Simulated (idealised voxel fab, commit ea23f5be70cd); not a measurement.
process module | voxel double patterning
cross-section cut | 185 nm wide | cells 5 nm
A cross-section is a grid of square cells, given in bands from the top down. A band is one or more rows of cells.
Each band's line starts with the height of the band's top and of its bottom, in nm. Then come its materials from left to right, each with its width in nm. One material with "throughout" fills the band from edge to edge. "air" is empty space.
Height 0 is the level under which the wafer as received is all one material. The lowest band goes on downwards, as in "0 down".
A width such as "30 to 40" changes by the same amount from each row of cells to the next, from the band's top row to its bottom row.
"no change" after a step means that no cell of the cross-section changed.
closed voids: empty space of 8 cells or more with no open way to the top, each as width x height at its distance from the left edge, in nm
after a step's settings: what the simulator itself notes on the step
overlay nm, on a step with a mask: how far to the right of its planned place the mask lay; to the left if negative
plan
1 op RECEIVE | material Si
2 op CONFORMAL_DEP | material SiO2 | thk nm 5
3 op DIRECTIONAL_DEP | material TiN | thk nm 15
4 op DIRECTIONAL_DEP | material SiN | thk nm 10
5 op DIRECTIONAL_DEP | material aC | thk nm 15
6 op PATTERN | tone open | mask id FIRST | material resist | width nm 15 | pitch nm 50 | thk nm 30 | overlay nm 0
7 op DIRECTIONAL_ETCH | etch materials aC | depth nm 15
8 op STRIP | etch materials resist
9 op DIRECTIONAL_ETCH | etch materials SiN | depth nm 10
10 op STRIP | etch materials aC
11 op PATTERN | tone open | mask id SECOND | material resist | width nm 15 | pitch nm 50 | thk nm 20 | overlay nm -15
12 op DIRECTIONAL_ETCH | etch materials SiN | depth nm 10
13 op STRIP | etch materials resist
14 op DIRECTIONAL_ETCH | etch materials TiN | depth nm 15
15 op STRIP | etch materials SiN
varied across the wafers: overlay nm of step 11. The plan shows the first wafer's value. All wafers start alike
first wafer as received, after step 1
  0 down: Si throughout
  closed voids: none
each wafer at the end: cells of each material gained (+) or lost (-) since it was received, then its closed voids
overlay nm -15 | +37 SiO2 | +72 TiN | closed voids: none
overlay nm -10 | +37 SiO2 | +66 TiN | closed voids: none
overlay nm -5 | +37 SiO2 | +66 TiN | closed voids: none
overlay nm 0 | +37 SiO2 | +66 TiN | closed voids: none
overlay nm 5 | +37 SiO2 | +66 TiN | closed voids: none
overlay nm 10 | +37 SiO2 | +66 TiN | closed voids: none
overlay nm 15 | +37 SiO2 | +72 TiN | closed voids: none
